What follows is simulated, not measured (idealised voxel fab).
Process module heading - voxel capacitor over wiring
Section cut is 195 nm wide and gridded with 5 nm square cells.
In this document a cross-section is written as a grid of square cells. It is given as a series of bands, listed from the top down, and a band is one or more rows of cells. Per band: top height and bottom height in nm, followed by the left-to-right materials and their widths in nm; "all across" marks a single material spanning edge to edge, "blank" marks empty space. Measure heights from 0. That's the level where, below it, the as-received wafer is all one material. The lowest band is bottomless and extends downward; write it as in "0 -> down". It should be noted that a width expressed as "30 to 40" varies in equal increments from row to row of cells within the band, taking the value of the first number at the top row and that of the second number at the bottom row. Given "stayed the same" for a step, no cell of the cross-section differs between before and after that step. "Voids, sealed" specifies each empty space that is not open to the top and that occupies no fewer than 8 cells, using the form width x height at distance, the distance measured from the left edge and all three quantities in nm. after a step's settings: what the simulator itself notes on the step. A step line may carry the setting "overlay nm", which, for steps involving a mask, states the distance by which the mask lay to the right of its intended position; negative values denote displacement to the left.

**The planned process steps are enumerated hereunder**
step 1: RECEIVE [material Si]
step 2: CONFORMAL_DEP [material SiO2] [thk nm 10]
step 3: DIRECTIONAL_DEP [material TiN] [thk nm 5]
step 4: DIRECTIONAL_DEP [material W] [thk nm 25]
step 5: PATTERN [tone cover] [mask id METAL_1] [material resist] [width nm 25] [pitch nm 90] [thk nm 15] [overlay nm 0]
step 6: DIRECTIONAL_ETCH [etch materials W] [depth nm 25]
step 7: DIRECTIONAL_ETCH [etch materials TiN] [depth nm 5]
step 8: STRIP [etch materials resist]
step 9: CONFORMAL_DEP [material SiN] [thk nm 5]
step 10: FILL_DEP [material SiO2] [thk nm 5]
step 11: CMP [height nm 40]
step 12: CONFORMAL_DEP [material SiCN] [thk nm 5]
step 13: DIRECTIONAL_DEP [material SiO2] [thk nm 20]
step 14: DIRECTIONAL_DEP [material aC] [thk nm 15]
step 15: PATTERN [tone open] [mask id PLUG_1] [material resist] [width nm 15] [thk nm 35] [overlay nm 0]
step 16: DIRECTIONAL_ETCH [etch materials aC] [depth nm 15]
step 17: STRIP [etch materials resist]
step 18: DIRECTIONAL_ETCH [etch materials SiO2] [depth nm 20]
step 19: DIRECTIONAL_ETCH [etch materials SiCN] [depth nm 5]
step 20: STRIP [etch materials aC]
step 21: EPI [material Ru] [thk nm 10]
step 22: EPI [material Ru] [thk nm 10]
step 23: EPI [material Ru] [thk nm 5]
step 24: DIRECTIONAL_DEP [material TiN] [thk nm 5]
step 25: DIRECTIONAL_DEP [material Al2O3] [thk nm 5]
step 26: DIRECTIONAL_DEP [material TiN] [thk nm 10]
step 27: MASKED_ETCH [tone cover] [mask id UPPER_PLATE] [width nm 70] [etch materials TiN] [depth nm 10] [overlay nm 0]
step 28: MASKED_ETCH [tone cover] [mask id UPPER_PLATE] [width nm 70] [etch materials Al2O3] [depth nm 5] [overlay nm 0]
step 29: MASKED_ETCH [tone cover] [mask id LOWER_PLATE] [width nm 80] [etch materials TiN] [depth nm 5] [overlay nm 0]
step 30: FILL_DEP [material SiO2] [thk nm 20]
step 31: CMP [height nm 100]
step 32: MASKED_ETCH [tone open] [mask id PLUG_2] [width nm 15] [etch materials SiO2] [depth nm 15] [overlay nm 0]
step 33: CONFORMAL_DEP [material TiN] [thk nm 5]
step 34: FILL_DEP [material Ru] [thk nm 5]
step 35: CMP [height nm 100]
step 36: CONFORMAL_DEP [material SiCN] [thk nm 5]

**Cross-section of the wafer at receipt, which is the condition after step 1**
	0 -> down = Si all across
	Voids, sealed: none

**As-planned run: cross-section of the first of two wafers at end of module**
	105 -> 100 = SiCN all across
	100 -> 90 = SiO2 60 nm; TiN 5 nm; Ru 5 nm; TiN 5 nm; SiO2 120 nm
	90 -> 85 = SiO2 60 nm; TiN 15 nm; SiO2 120 nm
	85 -> 75 = SiO2 50 nm; TiN 70 nm; SiO2 75 nm
	75 -> 70 = SiO2 50 nm; Al2O3 70 nm; SiO2 75 nm
	70 -> 65 = SiO2 45 nm; TiN 80 nm; SiO2 70 nm
	65 -> 45 = SiO2 50 nm; Ru 15 nm; SiO2 130 nm
	45 -> 40 = SiCN 50 nm; Ru 15 nm; SiCN 130 nm
	40 -> 15 = SiO2 35 nm; SiN 5 nm; W 25 nm; SiN 5 nm; SiO2 55 nm; SiN 5 nm; W 25 nm; SiN 5 nm; SiO2 35 nm
	15 -> 10 = SiN 40 nm; TiN 25 nm; SiN 65 nm; TiN 25 nm; SiN 40 nm
	10 -> 0 = SiO2 all across
	0 -> down = Si all across
	Voids, sealed: none

**End of module, second wafer, cross-section. Started like the first, planned like the first, run with one mistake**
	105 -> 100 = SiCN all across
	100 -> 90 = SiO2 60 nm; TiN 5 nm; Ru 5 nm; TiN 5 nm; SiO2 120 nm
	90 -> 85 = SiO2 60 nm; TiN 15 nm; SiO2 120 nm
	85 -> 75 = SiO2 50 nm; TiN 70 nm; SiO2 75 nm
	75 -> 70 = SiO2 50 nm; Al2O3 70 nm; SiO2 75 nm
	70 -> 65 = SiO2 45 nm; TiN 80 nm; SiO2 70 nm
	65 -> 45 = SiO2 50 nm; Ru 15 nm; SiO2 130 nm
	45 -> 40 = SiCN 50 nm; Ru 15 nm; SiCN 130 nm
	40 -> 35 = SiN 40 nm; TiN 25 nm; SiN 65 nm; TiN 25 nm; SiN 40 nm
	35 -> 10 = W all across
	10 -> 0 = SiO2 all across
	0 -> down = Si all across
	Voids, sealed: none
Deviation noted in wafer processing: the intended sequence of steps 3 and 4 was reversed during processing, with each occupying the position of the other
The second wafer ends with more or fewer cells of some materials than the first, per final count: 20 fewer of SiN; 125 fewer of SiO2; 145 more of W
